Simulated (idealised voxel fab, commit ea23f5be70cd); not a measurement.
Process module in this document: voxel double patterning
The width of the displayed cross-section, cut, is 175 nm; its cells are square, with a size of 5 nm.
Just so we're on the same page, the cross-sections are grids of square cells, and they're listed out in bands top to bottom, each band one or more rows deep.
Top, bottom (nm), then materials left to right with widths (nm); lone material tagged "throughout" fills the whole band edge to edge; "blank" = empty space.
Heights from 0 (as-received wafer is one material below). Bottom band endless downward, as "from 0 down".
So if you see something like "30->40" for the width, read it as the top row of the band sitting at the first number and the bottom row at the second, with every row in between moving by the same amount as the last.
Key: "changes: none" - step with no changed cell in the cross-section.
The entry titled "Fully sealed voids" provides the empty spaces that have no open way to the top, restricted to those of 8 cells or more. Each is presented as width x height at distance, the distance being measured from the left edge, with all three in nm.
Read whatever lies past the settings on a step's line as the simulator's own remark about the step.
Among the settings permitted on a step's line is "overlay nm"; applied to a step with a mask, it specifies the extent to which the mask lay to the right of its planned position, whereas a negative figure signifies a position to the left.

# Below is the list of planned process steps
- 1: op RECEIVE | material Si
- 2: op CONFORMAL_DEP | material SiN | thk nm 5
- 3: op DIRECTIONAL_DEP | material SiO2 | thk nm 20
- 4: op DIRECTIONAL_DEP | material SiCN | thk nm 5
- 5: op DIRECTIONAL_DEP | material aC | thk nm 15
- 6: op PATTERN | tone open | mask id FIRST | material resist | width nm 15 | pitch nm 50 | thk nm 30 | overlay nm 0
- 7: op DIRECTIONAL_ETCH | etch materials aC | depth nm 15
- 8: op STRIP | etch materials resist
- 9: op DIRECTIONAL_ETCH | etch materials SiCN | depth nm 5
- 10: op STRIP | etch materials aC
- 11: op DIRECTIONAL_DEP | material aC | thk nm 10
- 12: op PATTERN | tone open | mask id SECOND | material resist | width nm 15 | thk nm 30 | overlay nm 0
- 13: op DIRECTIONAL_ETCH | etch materials aC | depth nm 10
- 14: op STRIP | etch materials resist
- 15: op DIRECTIONAL_ETCH | etch materials SiCN | depth nm 5
- 16: op STRIP | etch materials aC
- 17: op DIRECTIONAL_ETCH | etch materials SiO2 | depth nm 20
- 18: op STRIP | etch materials SiCN

# Wafer at receipt (post step 1), cross-section
	from 0 down: Si throughout
	Fully sealed voids: none

# The plan above was carried out on the starting structure above with one mistake, and this cross-section shows the wafer at the end of the module
	from 20 to 0: SiO2 (55) / blank (15) / SiO2 (10) / blank (15) / SiO2 (10) / blank (15) / SiO2 (55)
	from 0 down: Si throughout
	Fully sealed voids: none
The plan and the run diverged here: step 2 of the plan was bypassed and not carried out
